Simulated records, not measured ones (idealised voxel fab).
The process module that follows is named voxel gate over fins.
This is section cut - it's 265 nm across, gridded in 5 nm square cells.
Bands, listed from the top down, are how a cross-section gets written in this document; the cross-section itself is a grid of square cells, and a band is one or more rows of them. Band entry format. Leading values: height of top, height of bottom, nm. Remainder: materials in left-to-right order, each with its width in nm. Special words: "everywhere" on a single material, which then fills the band edge to edge; "blank", empty space. A quick word on heights: they are counted from 0, and under that level the wafer as it came to us is one material throughout. The lowest band is different from the rest in having no bottom; it simply continues downward, written as in "from 0 down". It should be noted that a width expressed as "30->40" varies in equal increments from row to row of cells within the band, taking the value of the first number at the top row and that of the second number at the bottom row. Where the words "no modifications" appear for a step, the cross-section shows no cell changed by that step; every cell remained as before. "Tabulated closed voids" contains a list of empty spaces, each no smaller than 8 cells and without an open way to the top, written in the form width x height at distance with the distance from the left edge and all three in nm. Formally, on a step line, whatever follows the settings is a remark that the simulator itself makes on the step. "overlay nm" answers the question of how far to the right of plan the mask lay on a step that has a mask, and when it is negative the answer is to the left.

The steps planned for the process are as follows
1 RECEIVE: material Si
2 CONFORMAL_DEP: material SiN, thk nm 10
3 MASKED_ETCH: tone cover, mask id FINS, width nm 15, pitch nm 60, etch materials SiN, depth nm 10, overlay nm 0
4 MASKED_ETCH: tone cover, mask id FINS, width nm 15, pitch nm 60, etch materials Si, depth nm 40, overlay nm 0
5 OXIDIZE: depth nm 5
6 FILL_DEP: material SiO2, thk nm 5
7 CMP: height nm 10
8 MASKED_ETCH: tone open, mask id RAIL, width nm 15, etch materials SiO2, depth nm 45, overlay nm 0
9 CONFORMAL_DEP: material TiN, thk nm 5
10 FILL_DEP: material Ru, thk nm 10
11 CMP: height nm 10
12 SELECTIVE_ETCH: etch materials W Ru TiN, depth nm 30
13 FILL_DEP: material SiO2, thk nm 5
14 CMP: height nm 10
15 SELECTIVE_ETCH: etch materials SiO2, depth nm 20
16 STRIP: etch materials SiN
17 CONFORMAL_DEP: material HfO2, thk nm 5
18 CONFORMAL_DEP: material TiN, thk nm 5
19 CONFORMAL_DEP: material TiAl, thk nm 5
20 CONFORMAL_DEP: material TiN, thk nm 5
21 FILL_DEP: material W, thk nm 10
22 CMP: height nm 25
23 CONFORMAL_DEP: material SiCN, thk nm 10

Step 1 complete: cross-section of the wafer as received
> from 0 down  Si everywhere
> Tabulated closed voids: none

Cross-sectional view of the first of the two wafers upon completion of the module, processed in accordance with the plan
> from 35 to 25  SiCN everywhere
> from 25 to 20  W everywhere
> from 20 to 15  20 W / 45 TiN / 15 W / 45 TiN / 15 W / 45 TiN / 15 W / 45 TiN / 20 W
> from 15 to 10  20 W / 5 TiN / 35 TiAl / 5 TiN / 15 W / 5 TiN / 35 TiAl / 5 TiN / 15 W / 5 TiN / 35 TiAl / 5 TiN / 15 W / 5 TiN / 35 TiAl / 5 TiN / 20 W
> from 10 to 5  25 TiN / 5 TiAl / 25 TiN / 5 TiAl / 25 TiN / 5 TiAl / 25 TiN / 5 TiAl / 25 TiN / 5 TiAl / 25 TiN / 5 TiAl / 25 TiN / 5 TiAl / 25 TiN / 5 TiAl / 25 TiN
> from 5 to 0  30 TiAl / 5 TiN / 15 HfO2 / 5 TiN / 35 TiAl / 5 TiN / 15 HfO2 / 5 TiN / 35 TiAl / 5 TiN / 15 HfO2 / 5 TiN / 35 TiAl / 5 TiN / 15 HfO2 / 5 TiN / 30 TiAl
> from 0 to -5  35 TiN / 5 HfO2 / 5 Si / 5 HfO2 / 45 TiN / 5 HfO2 / 5 Si / 5 HfO2 / 45 TiN / 5 HfO2 / 5 Si / 5 HfO2 / 45 TiN / 5 HfO2 / 5 Si / 5 HfO2 / 35 TiN
> from -5 to -10  40 HfO2 / 5 Si / 55 HfO2 / 5 Si / 55 HfO2 / 5 Si / 55 HfO2 / 5 Si / 40 HfO2
> from -10 to -20  40 SiO2 / 5 Si / 55 SiO2 / 5 Si / 55 SiO2 / 5 Si / 55 SiO2 / 5 Si / 40 SiO2
> from -20 to -30  40 SiO2 / 5 Si / 20 SiO2 / 5 TiN / 5 Ru / 5 TiN / 20 SiO2 / 5 Si / 55 SiO2 / 5 Si / 55 SiO2 / 5 Si / 40 SiO2
> from -30 to -35  40 SiO2 / 5 Si / 20 SiO2 / 15 TiN / 20 SiO2 / 5 Si / 55 SiO2 / 5 Si / 55 SiO2 / 5 Si / 40 SiO2
> from -35 to -45  40 SiO2 / 5 Si / 55 SiO2 / 5 Si / 55 SiO2 / 5 Si / 55 SiO2 / 5 Si / 40 SiO2
> from -45 down  Si everywhere
> Tabulated closed voids: none

Second wafer through the module, sectioned at the end: same beginning and same plan as the first wafer, with one mistake in carrying it out
> from 35 to 25  SiCN everywhere
> from 25 to 20  W everywhere
> from 20 to 15  20 W / 45 TiN / 15 W / 45 TiN / 15 W / 45 TiN / 15 W / 45 TiN / 20 W
> from 15 to 10  20 W / 5 TiN / 35 TiAl / 5 TiN / 15 W / 5 TiN / 35 TiAl / 5 TiN / 15 W / 5 TiN / 35 TiAl / 5 TiN / 15 W / 5 TiN / 35 TiAl / 5 TiN / 20 W
> from 10 to 5  20 W / 5 TiN / 5 TiAl / 25 TiN / 5 TiAl / 5 TiN / 15 W / 5 TiN / 5 TiAl / 25 TiN / 5 TiAl / 5 TiN / 15 W / 5 TiN / 5 TiAl / 25 TiN / 5 TiAl / 5 TiN / 15 W / 5 TiN / 5 TiAl / 25 TiN / 5 TiAl / 5 TiN / 20 W
> from 5 to 0  20 W / 5 TiN / 5 TiAl / 5 TiN / 15 HfO2 / 5 TiN / 5 TiAl / 5 TiN / 15 W / 5 TiN / 5 TiAl / 5 TiN / 15 HfO2 / 5 TiN / 5 TiAl / 5 TiN / 15 W / 5 TiN / 5 TiAl / 5 TiN / 15 HfO2 / 5 TiN / 5 TiAl / 5 TiN / 15 W / 5 TiN / 5 TiAl / 5 TiN / 15 HfO2 / 5 TiN / 5 TiAl / 5 TiN / 20 W
> from 0 to -5  20 W / 5 TiN / 5 TiAl / 5 TiN / 5 HfO2 / 5 Si / 5 HfO2 / 5 TiN / 5 TiAl / 25 TiN / 5 TiAl / 5 TiN / 5 HfO2 / 5 Si / 5 HfO2 / 5 TiN / 5 TiAl / 5 TiN / 15 W / 5 TiN / 5 TiAl / 5 TiN / 5 HfO2 / 5 Si / 5 HfO2 / 5 TiN / 5 TiAl / 5 TiN / 15 W / 5 TiN / 5 TiAl / 5 TiN / 5 HfO2 / 5 Si / 5 HfO2 / 5 TiN / 5 TiAl / 5 TiN / 20 W
> from -5 to -10  20 W / 5 TiN / 5 TiAl / 5 TiN / 5 HfO2 / 5 Si / 5 HfO2 / 5 TiN / 35 TiAl / 5 TiN / 5 HfO2 / 5 Si / 5 HfO2 / 5 TiN / 5 TiAl / 5 TiN / 15 W / 5 TiN / 5 TiAl / 5 TiN / 5 HfO2 / 5 Si / 5 HfO2 / 5 TiN / 5 TiAl / 5 TiN / 15 W / 5 TiN / 5 TiAl / 5 TiN / 5 HfO2 / 5 Si / 5 HfO2 / 5 TiN / 5 TiAl / 5 TiN / 20 W
> from -10 to -15  25 TiN / 5 TiAl / 5 TiN / 5 HfO2 / 5 Si / 5 HfO2 / 45 TiN / 5 HfO2 / 5 Si / 5 HfO2 / 5 TiN / 5 TiAl / 25 TiN / 5 TiAl / 5 TiN / 5 HfO2 / 5 Si / 5 HfO2 / 5 TiN / 5 TiAl / 25 TiN / 5 TiAl / 5 TiN / 5 HfO2 / 5 Si / 5 HfO2 / 5 TiN / 5 TiAl / 25 TiN
> from -15 to -20  30 TiAl / 5 TiN / 5 HfO2 / 5 Si / 5 HfO2 / 10 TiN / 25 HfO2 / 10 TiN / 5 HfO2 / 5 Si / 5 HfO2 / 5 TiN / 35 TiAl / 5 TiN / 5 HfO2 / 5 Si / 5 HfO2 / 5 TiN / 35 TiAl / 5 TiN / 5 HfO2 / 5 Si / 5 HfO2 / 5 TiN / 30 TiAl
> from -20 to -25  35 TiN / 5 HfO2 / 5 Si / 5 HfO2 / 10 TiN / 5 HfO2 / 5 TiN / 5 Ru / 5 TiN / 5 HfO2 / 10 TiN / 5 HfO2 / 5 Si / 5 HfO2 / 45 TiN / 5 HfO2 / 5 Si / 5 HfO2 / 45 TiN / 5 HfO2 / 5 Si / 5 HfO2 / 35 TiN
> from -25 to -30  40 HfO2 / 5 Si / 20 HfO2 / 5 TiN / 5 Ru / 5 TiN / 20 HfO2 / 5 Si / 55 HfO2 / 5 Si / 55 HfO2 / 5 Si / 40 HfO2
> from -30 to -35  40 SiO2 / 5 Si / 20 SiO2 / 15 TiN / 20 SiO2 / 5 Si / 55 SiO2 / 5 Si / 55 SiO2 / 5 Si / 40 SiO2
> from -35 to -45  40 SiO2 / 5 Si / 55 SiO2 / 5 Si / 55 SiO2 / 5 Si / 55 SiO2 / 5 Si / 40 SiO2
> from -45 down  Si everywhere
> Tabulated closed voids: none
In executing the process, a mistake was made relative to the plan: twice over, step 15 of the plan was run
The closing comparison, in cells, has the second wafer with more or fewer of some materials than the first: 36 more of HfO2 | 190 fewer of SiO2 | 28 more of TiAl | 64 more of TiN | 62 more of W
